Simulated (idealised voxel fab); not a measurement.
process module | voxel wiring stack
cross-section cut | 165 nm wide | cells 5 nm
A cross-section is a grid of square cells, given in bands from the top down. A band is one or more rows of cells.
Each band's line starts with the height of the band's top and of its bottom, in nm. Then come its materials from left to right, each with its width in nm. One material with "throughout" fills the band from edge to edge. "air" is empty space.
Height 0 is the level under which the wafer as received is all one material. The lowest band goes on downwards, as in "0 down".
A width such as "30 to 40" changes by the same amount from each row of cells to the next, from the band's top row to its bottom row.
"no change" after a step means that no cell of the cross-section changed.
closed voids: empty space of 8 cells or more with no open way to the top, each as width x height at its distance from the left edge, in nm
after a step's settings: what the simulator itself notes on the step
overlay nm, on a step with a mask: how far to the right of its planned place the mask lay; to the left if negative
plan
1 op RECEIVE | material Si
2 op CONFORMAL_DEP | material SiO2 | thk nm 15
3 op CONFORMAL_DEP | material SiN | thk nm 5
4 op DIRECTIONAL_DEP | material lowk | thk nm 15
5 op PATTERN | tone open | mask id METAL_1 | material resist | width nm 30 | pitch nm 55 | thk nm 20 | overlay nm 0
6 op DIRECTIONAL_ETCH | etch materials lowk | depth nm 15
7 op DIRECTIONAL_ETCH | etch materials SiN | depth nm 5
8 op STRIP | etch materials resist
9 op CONFORMAL_DEP | material TiN | thk nm 5
10 op FILL_DEP | material W | thk nm 5
11 op CMP | height nm 35
12 op EPI | material Ru | thk nm 5
13 op FILL_DEP | material SiCN | thk nm 5
14 op DIRECTIONAL_DEP | material lowk | thk nm 30
15 op DIRECTIONAL_DEP | material aC | thk nm 15
16 op PATTERN | tone open | mask id METAL_2_HOLES | material resist | width nm 15 | thk nm 35 | overlay nm 0
17 op DIRECTIONAL_ETCH | etch materials aC | depth nm 15
18 op STRIP | etch materials resist
19 op DIRECTIONAL_ETCH | etch materials lowk | depth nm 30
20 op STRIP | etch materials aC
21 op DIRECTIONAL_DEP | material aC | thk nm 10
22 op PATTERN | tone open | mask id METAL_2 | material resist | width nm 30 | pitch nm 55 | thk nm 25 | overlay nm 0
23 op DIRECTIONAL_ETCH | etch materials aC | depth nm 10
24 op STRIP | etch materials resist
25 op DIRECTIONAL_ETCH | etch materials lowk | depth nm 20
26 op DIRECTIONAL_ETCH | etch materials SiCN | depth nm 5
27 op STRIP | etch materials aC
28 op CONFORMAL_DEP | material TiN | thk nm 5
29 op FILL_DEP | material Cu | thk nm 10
30 op CMP | height nm 75
31 op CONFORMAL_DEP | material SiN | thk nm 5
as received, after step 1
  0 down: Si throughout
  closed voids: none
a wafer at the end: this start, this plan, one mistake
  80 to 75: SiN throughout
  75 to 60: lowk 40 | TiN 5 | Cu 20 | TiN 5 | lowk 25 | TiN 5 | Cu 20 | TiN 5 | lowk 40
  60 to 55: lowk 40 | TiN 5 | Cu 5 | TiN 20 | lowk 25 | TiN 30 | lowk 40
  55 to 45: lowk 40 | TiN 5 | Cu 5 | TiN 5 | lowk 110
  45 to 40: SiCN 40 | TiN 15 | SiCN 110
  40 to 35: SiCN 35 | Ru 45 | SiCN 10 | Ru 45 | SiCN 30
  35 to 20: lowk 40 | TiN 5 | W 25 | TiN 5 | lowk 20 | TiN 5 | W 25 | TiN 5 | lowk 35
  20 to 15: SiN 40 | TiN 35 | SiN 20 | TiN 35 | SiN 35
  15 to 0: SiO2 throughout
  0 down: Si throughout
  closed voids: none
what went wrong: step 5 ran as: op PATTERN | tone open | mask id METAL_1 | material resist | width nm 35 | pitch nm 55 | thk nm 20 | overlay nm 0
